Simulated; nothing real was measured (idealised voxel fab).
Herein follows the process module entitled voxel plated lines.
Square cell edge 5 nm, section width 265 nm, ID cut.
This document writes a cross-section as a grid whose cells are square, and gives it as bands, listed from the top down; one or more rows of cells form a band. The entry gives the band's vertical extent as a top height and a bottom height in nm, then its horizontal make-up as materials from left to right, each with a width in nm. "empty" stands for empty space; a single material marked "all across" fills the band edge to edge. A quick word on heights: they are counted from 0, and under that level the wafer as it came to us is one material throughout. The lowest band is different from the rest in having no bottom; it simply continues downward, written as in "0..down". The width entry "30..40" should be interpreted row by row: the top row of cells in the band takes the first number, the bottom row takes the second number, and the change between adjacent rows is uniform throughout. Basically "nothing got changed" means that step didn't change any cell in the cross-section. The label "Closed internal voids" introduces a list of the empty spaces, 8 cells or larger, that have no open way up to the top; each entry in it reads width x height at distance, where the distance is taken from the left edge and all three are stated in nm. It should be noted that, on the line of a given step, the content following the step's settings is a remark produced by the simulator itself with respect to that step. Among the settings permitted on a step's line is "overlay nm"; applied to a step with a mask, it specifies the extent to which the mask lay to the right of its planned position, whereas a negative figure signifies a position to the left.
Planned process steps:
1) RECEIVE, material Si
2) CONFORMAL_DEP, material Al2O3, thk nm 5
3) DIRECTIONAL_DEP, material TiN, thk nm 5
4) PATTERN, tone open, mask id LINES, material resist, width nm 25, pitch nm 45, thk nm 20, overlay nm 0
5) EPI, material Ru, thk nm 5
6) STRIP, etch materials resist
7) DIRECTIONAL_ETCH, etch materials TiN, depth nm 5
8) CONFORMAL_DEP, material SiCN, thk nm 10
What sets these wafers apart? The thk nm at step 2. They all start alike, and the plan carries the first wafer's value.
The first of several wafers, as received after step 1, seen in section:
0..down = Si all across
Closed internal voids: none
Below, a row for every wafer. Read it as the end-of-module picture: for each material the wafer shows its cells gained (+) or lost (-) since it was received, and then its closed voids:
thk nm 5; +53 Al2O3; +10 Ru; +122 SiCN; +10 TiN; Closed internal voids: none
thk nm 10; +106 Al2O3; +10 Ru; +122 SiCN; +10 TiN; Closed internal voids: none
thk nm 15; +159 Al2O3; +10 Ru; +122 SiCN; +10 TiN; Closed internal voids: none
thk nm 20; +212 Al2O3; +10 Ru; +122 SiCN; +10 TiN; Closed internal voids: none
thk nm 25; +265 Al2O3; +10 Ru; +122 SiCN; +10 TiN; Closed internal voids: none
